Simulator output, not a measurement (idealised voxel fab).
The process module presented herein is designated voxel self aligned vias.
Each square cell in cross-section cut measures 5 nm, and the section as a whole is 275 nm wide.
Notation: cross-section as square-cell grid; stated in bands, top first, going down; one or more cell rows per band. First you get the band's top height and its bottom height, in nm, and then the materials it's made of, left to right, with each width in nm. If you see a single material with "throughout", that one covers the band edge to edge. "empty" is empty space. Measure heights from 0. That's the level where, below it, the as-received wafer is all one material. The lowest band is bottomless and extends downward; write it as in "0..down". Width: "30 to 40" (first number = top row, second number = bottom row, same change from row to row of cells). "remained unchanged", as given for a step, is the statement that not any cell of the cross-section underwent a change during that step. For the entry "Closed internal cavities", the listed items are empty spaces with no open way to the top whose size is 8 cells or more; each item follows the pattern width x height at distance, where distance is from the left edge and all three are in nm. Post-settings text on a step line: simulator's own remark regarding the step. Among the settings permitted on a step's line is "overlay nm"; applied to a step with a mask, it specifies the extent to which the mask lay to the right of its planned position, whereas a negative figure signifies a position to the left.
THE FOLLOWING LIST GIVES THE PLANNED PROCESS STEPS
1: RECEIVE,material Si
2: CONFORMAL_DEP,material SiO2,thk nm 15
3: CONFORMAL_DEP,material SiCN,thk nm 5
4: DIRECTIONAL_DEP,material SiO2,thk nm 25
5: DIRECTIONAL_DEP,material aC,thk nm 15
6: PATTERN,tone open,mask id LINES,material resist,width nm 30,pitch nm 70,thk nm 30,overlay nm 0
7: DIRECTIONAL_ETCH,etch materials aC,depth nm 15
8: STRIP,etch materials resist
9: DIRECTIONAL_ETCH,etch materials SiO2,depth nm 25
10: STRIP,etch materials aC
11: CONFORMAL_DEP,material TiN,thk nm 5
12: FILL_DEP,material W,thk nm 5
13: CMP,height nm 45
14: SELECTIVE_ETCH,etch materials W Ru TiN,depth nm 10
15: FILL_DEP,material SiN,thk nm 10
16: CMP,height nm 45
17: DIRECTIONAL_DEP,material SiO2,thk nm 15
18: PATTERN,tone open,mask id VIAS,material resist,width nm 40,pitch nm 70,thk nm 15,overlay nm 0
19: DIRECTIONAL_ETCH,etch materials SiO2,depth nm 15
20: DIRECTIONAL_ETCH,etch materials SiN,depth nm 10
21: STRIP,etch materials resist
22: CONFORMAL_DEP,material TiN,thk nm 5
23: FILL_DEP,material Cu,thk nm 10
24: CMP,height nm 60
25: CONFORMAL_DEP,material SiCN,thk nm 5
STEP 1 COMPLETE: CROSS-SECTION OF THE WAFER AS RECEIVED
* 0..down = Si throughout
* Closed internal cavities: none
POST-MODULE CROSS-SECTION OF THE FIRST OF TWO WAFERS (RUN PER PLAN)
* 65..60 = SiCN throughout
* 60..50 = SiO2=80 / TiN=5 / Cu=30 / TiN=5 / SiO2=30 / TiN=5 / Cu=30 / TiN=5 / SiO2=85
* 50..40 = SiO2=80 to 85 / TiN=10 to 5 / Cu=20 / TiN=10 to 5 / SiO2=30 to 40 / TiN=10 to 5 / Cu=20 / TiN=10 to 5 / SiO2=85 to 90
* 40..35 = SiO2=85 / TiN=30 / SiO2=40 / TiN=30 / SiO2=90
* 35..25 = SiO2=85 / TiN=5 / W=20 / TiN=5 / SiO2=40 / TiN=5 / W=20 / TiN=5 / SiO2=90
* 25..20 = SiO2=85 / TiN=30 / SiO2=40 / TiN=30 / SiO2=90
* 20..15 = SiCN throughout
* 15..0 = SiO2 throughout
* 0..down = Si throughout
* Closed internal cavities: none
WAFER TWO, END OF MODULE, CROSS-SECTION. SAME START, SAME PLAN AS WAFER ONE. ONE MISTAKE IN THE RUN
* 65..60 = SiCN throughout
* 60..50 = SiO2=80 / TiN=5 / Cu=30 / TiN=5 / SiO2=30 / TiN=5 / Cu=30 / TiN=5 / SiO2=85
* 50..40 = SiO2=80 to 85 / TiN=10 to 5 / Cu=25 / TiN=5 / SiO2=30 to 35 / TiN=10 to 5 / Cu=25 / TiN=5 / SiO2=85
* 40..35 = SiO2=85 / TiN=35 / SiO2=35 / TiN=35 / SiO2=85
* 35..25 = SiO2=85 / TiN=5 / W=25 / TiN=5 / SiO2=35 / TiN=5 / W=25 / TiN=5 / SiO2=85
* 25..20 = SiO2=85 / TiN=35 / SiO2=35 / TiN=35 / SiO2=85
* 20..15 = SiCN throughout
* 15..0 = SiO2 throughout
* 0..down = Si throughout
* Closed internal cavities: none
What went wrong in running the wafer? step 6 ran as: PATTERN,tone open,mask id LINES,material resist,width nm 35,pitch nm 70,thk nm 30,overlay nm 0
FYI, end of process, the second wafer has more or fewer cells of some materials than the first: +4 Cu | -10 SiO2 | +2 TiN | +4 W
